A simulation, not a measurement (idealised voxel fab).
Process module under the name voxel tone inversion
Cross-section cut spans 250 nm and uses square cells 5 nm in size.
Cross-section spec: square-cell grid; bands listed top down; each band is one or more rows. The entry gives the band's vertical extent as a top height and a bottom height in nm, then its horizontal make-up as materials from left to right, each with a width in nm. "air" stands for empty space; a single material marked "everywhere" fills the band edge to edge. Heights are reckoned from 0. Under this level, the received wafer is all of one material. The bottommost band is open-ended downward, for example "0 and below". The expression "30 to 40" gives the width at the extremes of the band, the first number at its top row of cells and the second at its bottom row, with the width changing by equal amounts from each row to the next in between. Where a step carries "changes: none", the cross-section came out of it unchanged, cell for cell. Entry "Closed void catalog" = empty spaces >= 8 cells with no open way to the top; each as width x height at distance, distance from left edge, all nm. Text after the settings on a step's line: the simulator's own remark on that step. Regarding "overlay nm": on a step with a mask, it is the distance the mask lay to the right of its planned place; a negative value places it to the left.
### These are the steps we planned for the process
1 RECEIVE (material Si)
2 CONFORMAL_DEP (material SiN; thk nm 5)
3 DIRECTIONAL_DEP (material polySi; thk nm 15)
4 PATTERN (tone cover; mask id POSTS; material resist; width nm 15; pitch nm 45; thk nm 20; overlay nm 0)
5 DIRECTIONAL_ETCH (etch materials polySi; depth nm 15)
6 STRIP (etch materials resist)
7 FILL_DEP (material SiO2; thk nm 5)
8 CMP (height nm 20)
9 STRIP (etch materials polySi)
10 CONFORMAL_DEP (material TiN; thk nm 5)
11 FILL_DEP (material Ru; thk nm 10)
12 CMP (height nm 20)
13 CONFORMAL_DEP (material SiN; thk nm 5)
### Below: the first of two wafers, run as planned
### Received-state cross-section, reflecting completion of step 1
> 0 and below | Si everywhere
> Closed void catalog: none
### Cross-sectional representation of the wafer at the conclusion of step 2
> 5 down to 0 | SiN everywhere
> Nothing below the height 0 has changed.
### Cross-sectional representation of the wafer at the conclusion of step 3
> 20 down to 5 | polySi everywhere
> Nothing below the height 5 has changed.
### Cross-sectional representation of the wafer at the conclusion of step 4
> 40 down to 20 | air 50 | resist 15 | air 30 | resist 15 | air 30 | resist 15 | air 30 | resist 15 | air 50
> Nothing below the height 20 has changed.
### Cross-sectional representation of the wafer at the conclusion of step 5
> 40 down to 20 | air 50 | resist 15 | air 30 | resist 15 | air 30 | resist 15 | air 30 | resist 15 | air 50
> 20 down to 5 | air 50 | polySi 15 | air 30 | polySi 15 | air 30 | polySi 15 | air 30 | polySi 15 | air 50
> Nothing below the height 5 has changed.
### Cross-sectional representation of the wafer at the conclusion of step 6
> 20 down to 5 | air 50 | polySi 15 | air 30 | polySi 15 | air 30 | polySi 15 | air 30 | polySi 15 | air 50
> Nothing below the height 5 has changed.
### Cross-sectional representation of the wafer at the conclusion of step 7
> 25 down to 20 | SiO2 everywhere
> 20 down to 5 | SiO2 50 | polySi 15 | SiO2 30 | polySi 15 | SiO2 30 | polySi 15 | SiO2 30 | polySi 15 | SiO2 50
> Nothing below the height 5 has changed.
### Cross-sectional representation of the wafer at the conclusion of step 8
> 20 down to 5 | SiO2 50 | polySi 15 | SiO2 30 | polySi 15 | SiO2 30 | polySi 15 | SiO2 30 | polySi 15 | SiO2 50
> Nothing below the height 5 has changed.
### Cross-sectional representation of the wafer at the conclusion of step 9
> 20 down to 5 | SiO2 50 | air 15 | SiO2 30 | air 15 | SiO2 30 | air 15 | SiO2 30 | air 15 | SiO2 50
> Nothing below the height 5 has changed.
### Cross-sectional representation of the wafer at the conclusion of step 10
> 25 down to 20 | TiN 55 | air 5 | TiN 40 | air 5 | TiN 40 | air 5 | TiN 40 | air 5 | TiN 55
> 20 down to 10 | SiO2 50 | TiN 5 | air 5 | TiN 5 | SiO2 30 | TiN 5 | air 5 | TiN 5 | SiO2 30 | TiN 5 | air 5 | TiN 5 | SiO2 30 | TiN 5 | air 5 | TiN 5 | SiO2 50
> 10 down to 5 | SiO2 50 | TiN 15 | SiO2 30 | TiN 15 | SiO2 30 | TiN 15 | SiO2 30 | TiN 15 | SiO2 50
> Nothing below the height 5 has changed.
### Cross-sectional representation of the wafer at the conclusion of step 11
> 35 down to 25 | Ru everywhere
> 25 down to 20 | TiN 55 | Ru 5 | TiN 40 | Ru 5 | TiN 40 | Ru 5 | TiN 40 | Ru 5 | TiN 55
> 20 down to 10 | SiO2 50 | TiN 5 | Ru 5 | TiN 5 | SiO2 30 | TiN 5 | Ru 5 | TiN 5 | SiO2 30 | TiN 5 | Ru 5 | TiN 5 | SiO2 30 | TiN 5 | Ru 5 | TiN 5 | SiO2 50
> Nothing below the height 10 has changed.
### Cross-sectional representation of the wafer at the conclusion of step 12
> 20 down to 10 | SiO2 50 | TiN 5 | Ru 5 | TiN 5 | SiO2 30 | TiN 5 | Ru 5 | TiN 5 | SiO2 30 | TiN 5 | Ru 5 | TiN 5 | SiO2 30 | TiN 5 | Ru 5 | TiN 5 | SiO2 50
> Nothing below the height 10 has changed.
### Cross-sectional representation of the wafer at the conclusion of step 13
> 25 down to 20 | SiN everywhere
> Nothing below the height 20 has changed.
### The second wafer began exactly as the first did and followed the same plan, but one mistake was made while running it; through step 11 inclusive, the two wafers are identical
Second wafer at the planned finish of step 12, seen in cross-section: changes: none
### Second wafer at the planned finish of step 13, seen in cross-section
> 40 down to 35 | SiN everywhere
> Nothing below the height 35 has changed.
Finding, execution versus plan: step 12 from the plan never happened, it was just skipped
The second wafer ends with more or fewer cells of some materials than the first, per final count: Ru: 104 more; TiN: 46 more
